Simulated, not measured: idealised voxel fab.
The following is a process module called voxel wiring stack.
Xsec cut, 230 nm wide, square cell size 5 nm.
The cross-sections in this document take the form of a grid made of square cells. They are written out as bands, in order from top to bottom. Each band consists of one or more rows of cells. Band: top and bottom heights (nm) first, top before bottom; then materials from left to right, widths in nm. "throughout" marks a sole material filling the band edge to edge. "air" denotes empty space. Zero point of the height axis is 0; under it, received wafer = one material. Lowest band: continues down indefinitely, "0 down". The width entry "30..40" should be interpreted row by row: the top row of cells in the band takes the first number, the bottom row takes the second number, and the change between adjacent rows is uniform throughout. Step note "no alterations made" = no cross-section cell changed. If an empty space has no open way to the top and is at least 8 cells in size, "Listed closed voids" lists it, written width x height at distance, where distance is measured from the left edge and every value is in nm. Past the settings on a step's line: simulator remark, on that step. "overlay nm" denotes, for a step that has a mask, the displacement of the mask to the right of its planned place, with negative values corresponding to the left.

# plan
| 1 | op RECEIVE | material Si |
| 2 | op CONFORMAL_DEP | material SiO2 | thk nm 10 |
| 3 | op DIRECTIONAL_DEP | material TiN | thk nm 5 |
| 4 | op DIRECTIONAL_DEP | material Ru | thk nm 25 |
| 5 | op PATTERN | tone cover | mask id METAL_1 | material resist | width nm 25 | pitch nm 55 | thk nm 20 | overlay nm 0 |
| 6 | op DIRECTIONAL_ETCH | etch materials Ru | depth nm 25 |
| 7 | op DIRECTIONAL_ETCH | etch materials TiN | depth nm 5 |
| 8 | op STRIP | etch materials resist |
| 9 | op FILL_DEP | material SiO2 | thk nm 10 |
| 10 | op CMP | height nm 40 |
| 11 | op CONFORMAL_DEP | material SiCN | thk nm 5 |
| 12 | op DIRECTIONAL_DEP | material lowk | thk nm 20 |
| 13 | op MASKED_ETCH | tone open | mask id PLUG_1 | width nm 15 | pitch nm 55 | etch materials lowk | depth nm 20 | overlay nm 0 |
| 14 | op MASKED_ETCH | tone open | mask id PLUG_1 | width nm 15 | pitch nm 55 | etch materials SiCN | depth nm 5 | overlay nm 0 |
| 15 | op EPI | material Ru | thk nm 10 |
| 16 | op EPI | material Ru | thk nm 10 |
| 17 | op EPI | material Ru | thk nm 5 |
| 18 | op CONFORMAL_DEP | material SiN | thk nm 5 |
| 19 | op DIRECTIONAL_DEP | material lowk | thk nm 20 |
| 20 | op MASKED_ETCH | tone open | mask id METAL_2 | width nm 25 | pitch nm 55 | etch materials lowk | depth nm 20 | overlay nm 0 |
| 21 | op MASKED_ETCH | tone open | mask id METAL_2 | width nm 25 | pitch nm 55 | etch materials SiN | depth nm 5 | overlay nm 0 |
| 22 | op CONFORMAL_DEP | material TiN | thk nm 5 |
| 23 | op FILL_DEP | material Ru | thk nm 10 |
| 24 | op CMP | height nm 90 |
| 25 | op EPI | material Ru | thk nm 5 |
| 26 | op FILL_DEP | material SiCN | thk nm 5 |
| 27 | op DIRECTIONAL_DEP | material lowk | thk nm 35 |
| 28 | op DIRECTIONAL_DEP | material aC | thk nm 10 |
| 29 | op PATTERN | tone open | mask id METAL_3 | material resist | width nm 25 | pitch nm 55 | thk nm 25 | overlay nm 0 |
| 30 | op DIRECTIONAL_ETCH | etch materials aC | depth nm 10 |
| 31 | op STRIP | etch materials resist |
| 32 | op DIRECTIONAL_ETCH | etch materials lowk | depth nm 20 |
| 33 | op STRIP | etch materials aC |
| 34 | op DIRECTIONAL_DEP | material aC | thk nm 10 |
| 35 | op PATTERN | tone open | mask id METAL_3_HOLES | material resist | width nm 15 | pitch nm 55 | thk nm 30 | overlay nm 0 |
| 36 | op DIRECTIONAL_ETCH | etch materials aC | depth nm 10 |
| 37 | op STRIP | etch materials resist |
| 38 | op DIRECTIONAL_ETCH | etch materials lowk | depth nm 15 |
| 39 | op DIRECTIONAL_ETCH | etch materials SiCN | depth nm 5 |
| 40 | op STRIP | etch materials aC |
| 41 | op CONFORMAL_DEP | material TiN | thk nm 5 |
| 42 | op FILL_DEP | material Cu | thk nm 10 |
| 43 | op CMP | height nm 135 |
| 44 | op CONFORMAL_DEP | material SiN | thk nm 5 |

# Cross-section of the wafer at receipt, which is the condition after step 1
  0 down = Si throughout
  Listed closed voids: none

# Run as planned - first of the two wafers cross-sectioned at the end of the module
  140 to 135 = SiN throughout
  135 to 120 = lowk 75 nm, then TiN 5 nm, then Cu 15 nm, then TiN 5 nm, then lowk 30 nm, then TiN 5 nm, then Cu 15 nm, then TiN 5 nm, then lowk 75 nm
  120 to 115 = lowk 75 nm, then TiN 5 nm, then Cu 5 nm, then TiN 15 nm, then lowk 30 nm, then TiN 5 nm, then Cu 5 nm, then TiN 15 nm, then lowk 75 nm
  115 to 100 = lowk 75 nm, then TiN 5 nm, then Cu 5 nm, then TiN 5 nm, then lowk 40 nm, then TiN 5 nm, then Cu 5 nm, then TiN 5 nm, then lowk 85 nm
  100 to 95 = SiCN 75 nm, then TiN 15 nm, then SiCN 40 nm, then TiN 15 nm, then SiCN 85 nm
  95 to 90 = SiCN 70 nm, then Ru 35 nm, then SiCN 20 nm, then Ru 35 nm, then SiCN 70 nm
  90 to 70 = lowk 75 nm, then TiN 5 nm, then Ru 15 nm, then TiN 5 nm, then lowk 30 nm, then TiN 5 nm, then Ru 15 nm, then TiN 5 nm, then lowk 75 nm
  70 to 65 = SiN 75 nm, then TiN 25 nm, then SiN 30 nm, then TiN 25 nm, then SiN 75 nm
  65 to 45 = lowk 75 nm, then Ru 15 nm, then lowk 40 nm, then Ru 15 nm, then lowk 85 nm
  45 to 40 = SiCN 75 nm, then Ru 15 nm, then SiCN 40 nm, then Ru 15 nm, then SiCN 85 nm
  40 to 15 = SiO2 75 nm, then Ru 25 nm, then SiO2 30 nm, then Ru 25 nm, then SiO2 75 nm
  15 to 10 = SiO2 75 nm, then TiN 25 nm, then SiO2 30 nm, then TiN 25 nm, then SiO2 75 nm
  10 to 0 = SiO2 throughout
  0 down = Si throughout
  Listed closed voids: none

# Cross-section, second wafer: same start as the first, same plan as the first, one mistake in running it; taken at the end of the module
  140 to 135 = SiN throughout
  135 to 125 = Cu throughout
  125 to 120 = TiN 80 nm, then Cu 15 nm, then TiN 40 nm, then Cu 15 nm, then TiN 80 nm
  120 to 115 = lowk 75 nm, then TiN 25 nm, then lowk 30 nm, then TiN 25 nm, then lowk 75 nm
  115 to 100 = lowk 90 nm, then TiN 10 nm, then lowk 45 nm, then TiN 10 nm, then lowk 75 nm
  100 to 95 = SiCN 90 nm, then TiN 10 nm, then SiCN 45 nm, then TiN 10 nm, then SiCN 75 nm
  95 to 90 = SiCN 70 nm, then Ru 35 nm, then SiCN 20 nm, then Ru 35 nm, then SiCN 70 nm
  90 to 70 = lowk 75 nm, then TiN 5 nm, then Ru 15 nm, then TiN 5 nm, then lowk 30 nm, then TiN 5 nm, then Ru 15 nm, then TiN 5 nm, then lowk 75 nm
  70 to 65 = SiN 75 nm, then TiN 25 nm, then SiN 30 nm, then TiN 25 nm, then SiN 75 nm
  65 to 45 = lowk 75 nm, then Ru 15 nm, then lowk 40 nm, then Ru 15 nm, then lowk 85 nm
  45 to 40 = SiCN 75 nm, then Ru 15 nm, then SiCN 40 nm, then Ru 15 nm, then SiCN 85 nm
  40 to 15 = SiO2 75 nm, then Ru 25 nm, then SiO2 30 nm, then Ru 25 nm, then SiO2 75 nm
  15 to 10 = SiO2 75 nm, then TiN 25 nm, then SiO2 30 nm, then TiN 25 nm, then SiO2 75 nm
  10 to 0 = SiO2 throughout
  0 down = Si throughout
  Listed closed voids: none
Plan not followed: heads up, step 35 didn't go per plan, it actually ran as op PATTERN | tone cover | mask id METAL_3_HOLES | material resist | width nm 15 | pitch nm 55 | thk nm 30 | overlay nm 0
In the final state, the cell counts of the second wafer exceed or fall short of those of the first for the following materials: Cu +72 | SiCN +2 | TiN +28 | lowk -102
